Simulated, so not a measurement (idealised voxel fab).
A process module follows: voxel self aligned contacts.
Section cut is 150 nm wide and gridded with 5 nm square cells.
This document writes a cross-section as a grid whose cells are square, and gives it as bands, listed from the top down; one or more rows of cells form a band.
Heads up on the band format: heights come first, top then bottom, in nm. After that it's the materials left to right, each with its width in nm. A single material flagged "everywhere" fills the whole band edge to edge, and "blank" means there's empty space there.
Heights are reckoned from 0. Under this level, the received wafer is all of one material. The bottommost band is open-ended downward, for example "0 -> down".
The notation "30 to 40" denotes a width that varies across the rows of cells in the band, beginning at the first number in the top row, finishing at the second number in the bottom row, and changing by an identical amount from each row to the next.
Any step labelled "remained unchanged" changed none of the cells in the cross-section.
Under "Closed cavity list" you'll find the enclosed gaps, the ones with no way out to the top, that are 8 cells or bigger; each reads width x height at distance, with distance counted from the left edge, everything in nm.
That trailing text on a step's line, after the settings, is the simulator's own remark on the step.
Among the settings permitted on a step's line is "overlay nm"; applied to a step with a mask, it specifies the extent to which the mask lay to the right of its planned position, whereas a negative figure signifies a position to the left.

-- Process steps (planned)
1) RECEIVE: material Si
2) OXIDIZE: depth nm 5
3) DIRECTIONAL_DEP: material polySi, thk nm 20
4) DIRECTIONAL_DEP: material SiN, thk nm 20
5) MASKED_ETCH: tone cover, mask id GATE, width nm 35, pitch nm 65, etch materials SiN, depth nm 20, overlay nm 0
6) MASKED_ETCH: tone cover, mask id GATE, width nm 35, pitch nm 65, etch materials polySi, depth nm 20, overlay nm 0
7) CONFORMAL_DEP: material SiN, thk nm 5
8) DIRECTIONAL_ETCH: etch materials SiN, depth nm 5
9) FILL_DEP: material SiO2, thk nm 20
10) CMP: height nm 50
11) MASKED_ETCH: tone open, mask id CONTACT, width nm 40, etch materials SiO2, depth nm 55, overlay nm 0
12) CONFORMAL_DEP: material TiN, thk nm 5
13) FILL_DEP: material Ru, thk nm 5
14) CMP: height nm 50
15) CONFORMAL_DEP: material SiN, thk nm 5

-- As-received wafer cross-section (after step 1)
	0 -> down | Si everywhere
	Closed cavity list: none

-- Module complete, cross-section. Starting point and plan per above. One mistake made in running the module
	55 -> 50 | SiN everywhere
	50 -> 45 | SiO2 55 nm  TiN 15 nm  Ru 10 nm  TiN 15 nm  SiO2 55 nm
	45 -> 25 | SiO2 20 nm  SiN 45 nm  TiN 5 nm  Ru 10 nm  TiN 5 nm  SiN 45 nm  SiO2 20 nm
	25 -> 10 | SiO2 20 nm  SiN 5 nm  polySi 35 nm  SiN 5 nm  TiN 5 nm  Ru 10 nm  TiN 5 nm  SiN 5 nm  polySi 35 nm  SiN 5 nm  SiO2 20 nm
	10 -> 5 | SiO2 20 nm  SiN 5 nm  polySi 35 nm  SiN 5 nm  TiN 20 nm  SiN 5 nm  polySi 35 nm  SiN 5 nm  SiO2 20 nm
	5 -> 0 | polySi everywhere
	0 -> -5 | SiO2 everywhere
	-5 -> down | Si everywhere
	Closed cavity list: none
Finding, execution versus plan: step 3 ran as: DIRECTIONAL_DEP: material polySi, thk nm 25
